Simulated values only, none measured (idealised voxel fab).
process module | voxel gate over fins
cross-section cut | 300 nm wide | cells 5 nm
Cross-section layout: square cells on a grid; listed as bands, top to bottom; a band spans one or more cell rows.
Look at the band entry: it leads with the top's height and the bottom's height in nm. Then it lists the materials left to right, with a width in nm for each. The word "everywhere" on a single material says that material fills the band edge to edge. The word "air" is empty space.
Basically, 0 is our baseline, since under it the wafer straight out of the box is all one material. The bottom band has no lower end and keeps on going down, so it looks like "top 0, no bottom".
A width given as "30..40" starts at the first number in the band's top row and ends at the second number in its bottom row, shifting by an equal amount at every step from row to row.
Reading "stayed the same" for a step: not a cell of the cross-section changed in it.
Under "Tabulated closed voids" you'll find the enclosed gaps, the ones with no way out to the top, that are 8 cells or bigger; each reads width x height at distance, with distance counted from the left edge, everything in nm.
Where a step's line continues beyond its settings, the continuation is a remark by the simulator itself on that step.
The setting "overlay nm" may be written on the line of a step. When the step uses a mask, the value reports how far to the right of the planned place the mask lay, and a negative value reports that it lay to the left.

Planned process steps
1 RECEIVE, material Si
2 CONFORMAL_DEP, material SiN, thk nm 5
3 DIRECTIONAL_DEP, material aC, thk nm 10
4 PATTERN, tone cover, mask id FINS, material resist, width nm 15, pitch nm 40, thk nm 30, overlay nm -15
5 DIRECTIONAL_ETCH, etch materials aC, depth nm 10
6 STRIP, etch materials resist
7 DIRECTIONAL_ETCH, etch materials SiN, depth nm 5
8 DIRECTIONAL_ETCH, etch materials Si, depth nm 30
9 STRIP, etch materials aC
10 OXIDIZE, depth nm 5
11 FILL_DEP, material SiO2, thk nm 10
12 CMP, height nm 5
13 SELECTIVE_ETCH, etch materials SiO2, depth nm 20
14 STRIP, etch materials SiN
15 CONFORMAL_DEP, material HfO2, thk nm 5
16 CONFORMAL_DEP, material TiN, thk nm 5
17 CONFORMAL_DEP, material TiAl, thk nm 5
18 CONFORMAL_DEP, material TiN, thk nm 5
19 FILL_DEP, material W, thk nm 15
20 CMP, height nm 30
21 CONFORMAL_DEP, material SiCN, thk nm 5
The wafers are alike at the start. At step 4, their overlay nm differs. The plan lists the first wafer's value.

Cross-section of the first of several wafers on receipt, reflecting completion of step 1
- top 0, no bottom  Si everywhere
- Tabulated closed voids: none

Row per wafer, end-of-module: cell gain (+)/loss (-) by material since the wafer came in, then closed voids
overlay nm -15, +78 HfO2, -399 Si, +60 SiCN, +228 SiO2, +78 TiAl, +150 TiN, +225 W, Tabulated closed voids: none
overlay nm -10, +78 HfO2, -399 Si, +60 SiCN, +228 SiO2, +78 TiAl, +150 TiN, +225 W, Tabulated closed voids: none
overlay nm -5, +78 HfO2, -399 Si, +60 SiCN, +228 SiO2, +78 TiAl, +150 TiN, +225 W, Tabulated closed voids: none
overlay nm 0, +78 HfO2, -399 Si, +60 SiCN, +228 SiO2, +78 TiAl, +150 TiN, +225 W, Tabulated closed voids: none
overlay nm 5, +78 HfO2, -399 Si, +60 SiCN, +228 SiO2, +78 TiAl, +150 TiN, +225 W, Tabulated closed voids: none
overlay nm 10, +78 HfO2, -399 Si, +60 SiCN, +228 SiO2, +78 TiAl, +150 TiN, +225 W, Tabulated closed voids: none
overlay nm 15, +78 HfO2, -399 Si, +60 SiCN, +228 SiO2, +78 TiAl, +150 TiN, +225 W, Tabulated closed voids: none
